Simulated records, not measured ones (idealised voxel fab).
process module | voxel transistor to metal
cross-section cut | 165 nm wide | cells 5 nm
A cross-section is a grid of square cells, given in bands from the top down. A band is one or more rows of cells.
Each band's line starts with the height of the band's top and of its bottom, in nm. Then come its materials from left to right, each with its width in nm. One material with "throughout" fills the band from edge to edge. "air" is empty space.
Height 0 is the level under which the wafer as received is all one material. The lowest band goes on downwards, as in "0 down".
A width such as "30 to 40" changes by the same amount from each row of cells to the next, from the band's top row to its bottom row.
"no change" after a step means that no cell of the cross-section changed.
closed voids: empty space of 8 cells or more with no open way to the top, each as width x height at its distance from the left edge, in nm
after a step's settings: what the simulator itself notes on the step
overlay nm, on a step with a mask: how far to the right of its planned place the mask lay; to the left if negative
plan
1 op RECEIVE | material Si
2 op CONFORMAL_DEP | material SiO2 | thk nm 5
3 op CONFORMAL_DEP | material SiN | thk nm 10
4 op PATTERN | tone cover | mask id ACTIVE | material resist | width nm 115 | thk nm 20 | overlay nm 0
5 op DIRECTIONAL_ETCH | etch materials SiN | depth nm 10
6 op DIRECTIONAL_ETCH | etch materials SiO2 | depth nm 5
7 op DIRECTIONAL_ETCH | etch materials Si | depth nm 25
8 op STRIP | etch materials resist
9 op FILL_DEP | material SiO2 | thk nm 10
10 op CMP | height nm 15
11 op SELECTIVE_ETCH | etch materials SiO2 | depth nm 10
12 op STRIP | etch materials SiN
13 op SELECTIVE_ETCH | etch materials SiO2 | depth nm 5
14 op OXIDIZE | depth nm 5
15 op DIRECTIONAL_DEP | material polySi | thk nm 25
16 op DIRECTIONAL_DEP | material SiCN | thk nm 15
17 op MASKED_ETCH | tone cover | mask id GATE | width nm 25 | etch materials SiCN | depth nm 25 | overlay nm 0
18 op MASKED_ETCH | tone cover | mask id GATE | width nm 25 | etch materials polySi | depth nm 35 | overlay nm 0
19 op CONFORMAL_DEP | material SiN | thk nm 10
20 op DIRECTIONAL_ETCH | etch materials SiN | depth nm 10
21 op DIRECTIONAL_ETCH | etch materials SiO2 | depth nm 5
22 op DIRECTIONAL_ETCH | etch materials Si | depth nm 15
23 op EPI | material nSi | thk nm 20
24 op FILL_DEP | material SiO2 | thk nm 5
25 op CMP | height nm 25
26 op STRIP | etch materials polySi
27 op SELECTIVE_ETCH | etch materials SiO2 | depth nm 5
28 op CONFORMAL_DEP | material HfO2 | thk nm 5
29 op CONFORMAL_DEP | material TiN | thk nm 5
30 op FILL_DEP | material W | thk nm 5
31 op CMP | height nm 20
32 op DIRECTIONAL_DEP | material SiO2 | thk nm 10
33 op PATTERN | tone open | mask id CONTACT | material resist | width nm 20 | pitch nm 75 | thk nm 20 | overlay nm 0
34 op DIRECTIONAL_ETCH | etch materials SiO2 | depth nm 30
35 op STRIP | etch materials resist
36 op CONFORMAL_DEP | material TiN | thk nm 5
37 op FILL_DEP | material W | thk nm 5
38 op CMP | height nm 30
39 op CONFORMAL_DEP | material SiCN | thk nm 5
40 op DIRECTIONAL_DEP | material lowk | thk nm 20
41 op DIRECTIONAL_DEP | material aC | thk nm 15
42 op PATTERN | tone open | mask id METAL_1 | material resist | width nm 20 | pitch nm 75 | thk nm 30 | overlay nm 0
43 op DIRECTIONAL_ETCH | etch materials aC | depth nm 15
44 op STRIP | etch materials resist
45 op DIRECTIONAL_ETCH | etch materials lowk | depth nm 20
46 op DIRECTIONAL_ETCH | etch materials SiCN | depth nm 5
47 op STRIP | etch materials aC
48 op CONFORMAL_DEP | material TiN | thk nm 5
49 op FILL_DEP | material Cu | thk nm 5
50 op CMP | height nm 55
51 op EPI | material Ru | thk nm 5
52 op FILL_DEP | material SiCN | thk nm 5
53 op DIRECTIONAL_DEP | material lowk | thk nm 30
54 op MASKED_ETCH | tone open | mask id METAL_2 | width nm 20 | pitch nm 75 | etch materials lowk | depth nm 15 | overlay nm 0
55 op MASKED_ETCH | tone open | mask id METAL_2_HOLES | width nm 15 | pitch nm 75 | etch materials lowk | depth nm 15 | overlay nm 0
56 op MASKED_ETCH | tone open | mask id METAL_2_HOLES | width nm 15 | pitch nm 75 | etch materials SiCN | depth nm 5 | overlay nm 0
57 op CONFORMAL_DEP | material TiN | thk nm 5
58 op FILL_DEP | material Cu | thk nm 5
59 op CMP | height nm 95
60 op CONFORMAL_DEP | material SiCN | thk nm 5
as received, after step 1
  0 down: Si throughout
  closed voids: none
first wafer at the end, as planned
  100 to 95: SiCN throughout
  95 to 85: lowk 35 | TiN 5 | Cu 10 | TiN 5 | lowk 55 | TiN 5 | Cu 10 | TiN 5 | lowk 35
  85 to 80: lowk 35 | TiN 5 | Cu 5 | TiN 10 | lowk 55 | TiN 5 | Cu 5 | TiN 10 | lowk 35
  80 to 65: lowk 35 | TiN 5 | Cu 5 | TiN 5 | lowk 60 | TiN 5 | Cu 5 | TiN 5 | lowk 40
  65 to 60: SiCN 35 | TiN 15 | SiCN 60 | TiN 15 | SiCN 40
  60 to 55: SiCN 30 | Ru 30 | SiCN 45 | Ru 30 | SiCN 30
  55 to 35: lowk 35 | TiN 5 | Cu 10 | TiN 5 | lowk 55 | TiN 5 | Cu 10 | TiN 5 | lowk 35
  35 to 30: SiCN 35 | TiN 20 | SiCN 55 | TiN 20 | SiCN 35
  30 to 20: SiO2 35 | TiN 5 | W 10 | TiN 5 | SiO2 55 | TiN 5 | W 10 | TiN 5 | SiO2 35
  20 to 15: SiO2 35 | TiN 20 | SiO2 5 | SiN 10 | HfO2 5 | TiN 5 | W 5 | TiN 5 | HfO2 5 | SiN 10 | SiO2 5 | TiN 20 | SiO2 35
  15 to 5: SiO2 35 | TiN 5 | nSi 20 | SiN 10 | HfO2 5 | TiN 5 | W 5 | TiN 5 | HfO2 5 | SiN 10 | nSi 20 | TiN 5 | SiO2 35
  5 to 0: SiO2 35 | TiN 5 | nSi 20 | SiN 10 | HfO2 5 | TiN 15 | HfO2 5 | SiN 10 | nSi 20 | TiN 5 | SiO2 35
  0 to -5: SiO2 20 | nSi 40 | SiO2 5 | HfO2 35 | SiO2 5 | nSi 40 | SiO2 20
  -5 to -20: SiO2 25 | nSi 35 | Si 45 | nSi 35 | SiO2 25
  -20 to -25: SiO2 25 | Si 115 | SiO2 25
  -25 down: Si throughout
  closed voids: none
second wafer at the end: like start, like plan, one mistake
  100 to 95: SiCN throughout
  95 to 85: lowk 35 | TiN 5 | Cu 15 | TiN 5 | lowk 50 | TiN 5 | Cu 15 | TiN 5 | lowk 30
  85 to 80: lowk 35 | TiN 5 | Cu 5 | TiN 15 | lowk 50 | TiN 5 | Cu 5 | TiN 15 | lowk 30
  80 to 65: lowk 35 | TiN 5 | Cu 5 | TiN 5 | lowk 60 | TiN 5 | Cu 5 | TiN 5 | lowk 40
  65 to 60: SiCN 35 | TiN 15 | SiCN 60 | TiN 15 | SiCN 40
  60 to 55: SiCN 30 | Ru 30 | SiCN 45 | Ru 30 | SiCN 30
  55 to 35: lowk 35 | TiN 5 | Cu 10 | TiN 5 | lowk 55 | TiN 5 | Cu 10 | TiN 5 | lowk 35
  35 to 30: SiCN 35 | TiN 20 | SiCN 55 | TiN 20 | SiCN 35
  30 to 20: SiO2 35 | TiN 5 | W 10 | TiN 5 | SiO2 55 | TiN 5 | W 10 | TiN 5 | SiO2 35
  20 to 15: SiO2 35 | TiN 20 | SiO2 5 | SiN 10 | HfO2 5 | TiN 5 | W 5 | TiN 5 | HfO2 5 | SiN 10 | SiO2 5 | TiN 20 | SiO2 35
  15 to 5: SiO2 35 | TiN 5 | nSi 20 | SiN 10 | HfO2 5 | TiN 5 | W 5 | TiN 5 | HfO2 5 | SiN 10 | nSi 20 | TiN 5 | SiO2 35
  5 to 0: SiO2 35 | TiN 5 | nSi 20 | SiN 10 | HfO2 5 | TiN 15 | HfO2 5 | SiN 10 | nSi 20 | TiN 5 | SiO2 35
  0 to -5: SiO2 20 | nSi 40 | SiO2 5 | HfO2 35 | SiO2 5 | nSi 40 | SiO2 20
  -5 to -20: SiO2 25 | nSi 35 | Si 45 | nSi 35 | SiO2 25
  -20 to -25: SiO2 25 | Si 115 | SiO2 25
  -25 down: Si throughout
  closed voids: none
what went wrong: step 54 ran as: op MASKED_ETCH | tone open | mask id METAL_2 | width nm 25 | pitch nm 75 | etch materials lowk | depth nm 15 | overlay nm 0
at the end the second wafer has, in cells: 4 more of Cu | 2 more of TiN | 6 fewer of lowk
